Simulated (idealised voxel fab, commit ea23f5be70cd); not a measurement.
Presented below is a process module, voxel gate over fins.
Each square cell in cross-section cut measures 5 nm, and the section as a whole is 170 nm wide.
In what follows, cross-sections appear as grids of square cells, described through bands that run from the top down, where every band is one or more rows of cells.
First you get the band's top height and its bottom height, in nm, and then the materials it's made of, left to right, with each width in nm. If you see a single material with "everywhere", that one covers the band edge to edge. "empty" is empty space.
For the purposes of this specification, 0 denotes the height below which the wafer in its as-received condition is composed wholly of one material, and the lowermost band, lacking a lower limit, extends downward without end, as expressed in "0 and below".
Note: "30..40" means the width goes from the first number (top row of the band) to the second number (bottom row) in equal steps per row of cells.
Key: "no change occurred" - step with no changed cell in the cross-section.
This entry, "Closed cavity list", enumerates those empty regions of no fewer than 8 cells that possess no open connection to the top. Each region is reported in the form width x height at distance, the distance being taken from the left edge, with all three quantities expressed in nm.
Post-settings text on a step line: simulator's own remark regarding the step.
overlay nm: step with mask; distance mask lay right of planned place; negative value = left of planned place.
**Process steps foreseen in the plan**
1,RECEIVE,material Si
2,CONFORMAL_DEP,material SiN,thk nm 5
3,MASKED_ETCH,tone cover,mask id FINS,width nm 15,pitch nm 60,etch materials SiN,depth nm 5,overlay nm 0
4,MASKED_ETCH,tone cover,mask id FINS,width nm 15,pitch nm 60,etch materials Si,depth nm 40,overlay nm 0
5,FILL_DEP,material SiO2,thk nm 10
6,CMP,height nm 5
7,DIRECTIONAL_DEP,material aC,thk nm 10
8,PATTERN,tone open,mask id RAIL,material resist,width nm 15,thk nm 25,overlay nm 0
9,DIRECTIONAL_ETCH,etch materials aC,depth nm 10
10,STRIP,etch materials resist
11,DIRECTIONAL_ETCH,etch materials SiO2,depth nm 40
12,STRIP,etch materials aC
13,CONFORMAL_DEP,material TiN,thk nm 5
14,FILL_DEP,material Ru,thk nm 5
15,CMP,height nm 5
16,SELECTIVE_ETCH,etch materials W Ru TiN,depth nm 20
17,FILL_DEP,material SiO2,thk nm 5
18,CMP,height nm 5
19,SELECTIVE_ETCH,etch materials SiO2,depth nm 15
20,STRIP,etch materials SiN
21,CONFORMAL_DEP,material HfO2,thk nm 5
22,CONFORMAL_DEP,material TiN,thk nm 5
23,FILL_DEP,material W,thk nm 15
24,CMP,height nm 20
25,CONFORMAL_DEP,material SiCN,thk nm 10
**So this is the incoming wafer in cross-section - it's already been through step 1**
* 0 and below = Si everywhere
* Closed cavity list: none
**Wafer cross-section at end of module: start and plan as shown above, one execution error**
* 30 down to 20 = SiCN everywhere
* 20 down to 10 = W everywhere
* 10 down to 5 = W=35, then TiN=35, then W=25, then TiN=35, then W=40
* 5 down to 0 = W=35, then TiN=5, then HfO2=25, then TiN=5, then W=25, then TiN=5, then HfO2=25, then TiN=5, then W=40
* 0 down to -5 = TiN=40, then HfO2=5, then Si=15, then HfO2=5, then TiN=35, then HfO2=5, then Si=15, then HfO2=5, then TiN=45
* -5 down to -10 = HfO2=35, then TiN=5, then HfO2=5, then Si=15, then HfO2=5, then TiN=5, then HfO2=25, then TiN=5, then HfO2=5, then Si=15, then HfO2=5, then TiN=5, then HfO2=40
* -10 down to -15 = SiO2=30, then HfO2=15, then Si=15, then HfO2=15, then SiO2=15, then HfO2=15, then Si=15, then HfO2=15, then SiO2=35
* -15 down to -30 = SiO2=45, then Si=15, then SiO2=15, then TiN=5, then Ru=5, then TiN=5, then SiO2=15, then Si=15, then SiO2=50
* -30 down to -35 = SiO2=45, then Si=15, then SiO2=15, then TiN=15, then SiO2=15, then Si=15, then SiO2=50
* -35 down to -40 = SiO2=45, then Si=15, then SiO2=45, then Si=15, then SiO2=50
* -40 and below = Si everywhere
* Closed cavity list: none
Which mistake was made when the wafer was run? it was found that steps 19 and 20 of the process plan had been performed in exchanged positions
